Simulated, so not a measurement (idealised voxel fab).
Process module, titled voxel capacitor over wiring
Each square cell in cross-section cut measures 5 nm, and the section as a whole is 155 nm wide.
We lay out every cross-section as a grid of square cells and spell it out in bands from the top down, where one band means one or more rows of cells. First you get the band's top height and its bottom height, in nm, and then the materials it's made of, left to right, with each width in nm. If you see a single material with "edge to edge", that one covers the band edge to edge. "empty" is empty space. The level at which height equals 0 is the one under which the wafer, as it arrives, is entirely one material. No lower edge exists for the bottom band, which continues downward and is notated as in "0..down". With a width like "30 to 40", each row of cells in the band differs from the next by the same amount, the top row carrying the first number and the bottom row the second. "same as before" for a step: no cell of the cross-section changed in that step. "Completely sealed voids" contains a list of empty spaces, each no smaller than 8 cells and without an open way to the top, written in the form width x height at distance with the distance from the left edge and all three in nm. Where a step's line continues beyond its settings, the continuation is a remark by the simulator itself on that step. "overlay nm" on a masked step: distance the mask lay right of its planned place, negative for left.

[Steps in the process plan]
1) op RECEIVE | material Si
2) op CONFORMAL_DEP | material SiO2 | thk nm 10
3) op DIRECTIONAL_DEP | material TiN | thk nm 5
4) op DIRECTIONAL_DEP | material Ru | thk nm 25
5) op MASKED_ETCH | tone cover | mask id METAL_1 | width nm 30 | pitch nm 85 | etch materials Ru | depth nm 25 | overlay nm 0
6) op MASKED_ETCH | tone cover | mask id METAL_1 | width nm 30 | pitch nm 85 | etch materials TiN | depth nm 5 | overlay nm 0
7) op CONFORMAL_DEP | material SiN | thk nm 5
8) op FILL_DEP | material lowk | thk nm 5
9) op CMP | height nm 40
10) op CONFORMAL_DEP | material SiCN | thk nm 5
11) op DIRECTIONAL_DEP | material SiO2 | thk nm 20
12) op PATTERN | tone open | mask id PLUG_1 | material resist | width nm 15 | thk nm 20 | overlay nm 0
13) op DIRECTIONAL_ETCH | etch materials SiO2 | depth nm 20
14) op DIRECTIONAL_ETCH | etch materials SiCN | depth nm 5
15) op STRIP | etch materials resist
16) op EPI | material Ru | thk nm 10
17) op EPI | material Ru | thk nm 10
18) op EPI | material Ru | thk nm 5
19) op DIRECTIONAL_DEP | material TiN | thk nm 10
20) op DIRECTIONAL_DEP | material Al2O3 | thk nm 5
21) op DIRECTIONAL_DEP | material TiN | thk nm 10
22) op MASKED_ETCH | tone cover | mask id UPPER_PLATE | width nm 60 | etch materials TiN | depth nm 10 | overlay nm 0
23) op MASKED_ETCH | tone cover | mask id UPPER_PLATE | width nm 60 | etch materials Al2O3 | depth nm 5 | overlay nm 0
24) op MASKED_ETCH | tone cover | mask id LOWER_PLATE | width nm 70 | etch materials TiN | depth nm 10 | overlay nm 0
25) op FILL_DEP | material SiO2 | thk nm 15
26) op CMP | height nm 100
27) op MASKED_ETCH | tone open | mask id PLUG_2 | width nm 15 | etch materials SiO2 | depth nm 10 | overlay nm 0
28) op CONFORMAL_DEP | material TiN | thk nm 5
29) op FILL_DEP | material Cu | thk nm 10
30) op CMP | height nm 100
31) op CONFORMAL_DEP | material SiCN | thk nm 5

[Cross-section of the wafer at receipt, which is the condition after step 1]
- 0..down  Si edge to edge
- Completely sealed voids: none

[Wafer cross-section at end of module: start and plan as shown above, one execution error]
- 105..100  SiCN edge to edge
- 100..95  SiO2=45, TiN=5, Cu=5, TiN=5, SiO2=95
- 95..90  SiO2=45, TiN=15, SiO2=95
- 90..80  SiO2=50, TiN=45, SiO2=60
- 80..75  SiO2=35, TiN=15, Al2O3=45, SiO2=60
- 75..70  SiO2=30, TiN=70, SiO2=55
- 70..65  SiO2=30, TiN=5, Al2O3=15, TiN=50, SiO2=55
- 65..55  SiO2=35, TiN=15, SiO2=105
- 55..45  SiO2=35, Ru=15, SiO2=105
- 45..40  SiCN=35, Ru=15, SiCN=105
- 40..15  lowk=15, SiN=5, Ru=30, SiN=5, lowk=45, SiN=5, Ru=30, SiN=5, lowk=15
- 15..10  SiN=20, TiN=30, SiN=55, TiN=30, SiN=20
- 10..0  SiO2 edge to edge
- 0..down  Si edge to edge
- Completely sealed voids: none
What was the processing mistake? which of the identical steps 16 and 17 was left out cannot be determined, but one of them was
